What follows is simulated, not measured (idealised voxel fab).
The process module presented herein is designated voxel fin reveal.
Pictured: cross-section cut, 140 nm wide, on a grid of 5 nm square cells.
Square cells in a grid make up a cross-section in this document, and the grid is given as bands, listed from the top down, each one or more rows of cells.
Heads up on the band format: heights come first, top then bottom, in nm. After that it's the materials left to right, each with its width in nm. A single material flagged "all across" fills the whole band edge to edge, and "air" means there's empty space there.
For the purposes of this specification, 0 denotes the height below which the wafer in its as-received condition is composed wholly of one material, and the lowermost band, lacking a lower limit, extends downward without end, as expressed in "from 0 down".
Width spec "30->40" -> top row of cells at first value, bottom row at second value, equal per-row change in between.
You'll sometimes find "no alteration" written for a step, and that's the way of saying that nowhere in the cross-section did a cell change during that step.
Closed empty spaces (no open way to the top) of 8 cells or more are what "Enclosed void inventory" lists, each as width x height at distance from the left edge, nm for all three.
On each step's line, the part that comes after the settings is the simulator's own comment on the step.
overlay nm: step with mask; distance mask lay right of planned place; negative value = left of planned place.
## The following list gives the planned process steps
1: RECEIVE [material Si]
2: CONFORMAL_DEP [material SiN] [thk nm 10]
3: MASKED_ETCH [tone cover] [mask id FINS] [width nm 15] [pitch nm 35] [etch materials SiN] [depth nm 10] [overlay nm 0]
4: MASKED_ETCH [tone cover] [mask id FINS] [width nm 15] [pitch nm 35] [etch materials Si] [depth nm 30] [overlay nm 0]
5: FILL_DEP [material SiO2] [thk nm 5]
6: CMP [height nm 10]
7: SELECTIVE_ETCH [etch materials SiO2] [depth nm 25]
8: STRIP [etch materials SiN]
## Cross-section of the incoming wafer, state after step 1
    from 0 down: Si all across
    Enclosed void inventory: none
## The first of two wafers, cross-sectioned at the end of the module, with the run proceeding as planned
    from 0 to -15: air 45; Si 15; air 20; Si 15; air 45
    from -15 to -30: SiO2 45; Si 15; SiO2 20; Si 15; SiO2 45
    from -30 down: Si all across
    Enclosed void inventory: none
## Here's the second of our two wafers sectioned at module end. Same start as the first, same plan, but one mistake got made running it
    from 0 to -15: air 45; Si 15; air 20; Si 15; air 45
    from -15 to -60: SiO2 45; Si 15; SiO2 20; Si 15; SiO2 45
    from -60 down: Si all across
    Enclosed void inventory: none
Misprocessing identified: the plan had its step 4 run twice
at the end the second wafer has, in cells: -132 Si | +132 SiO2
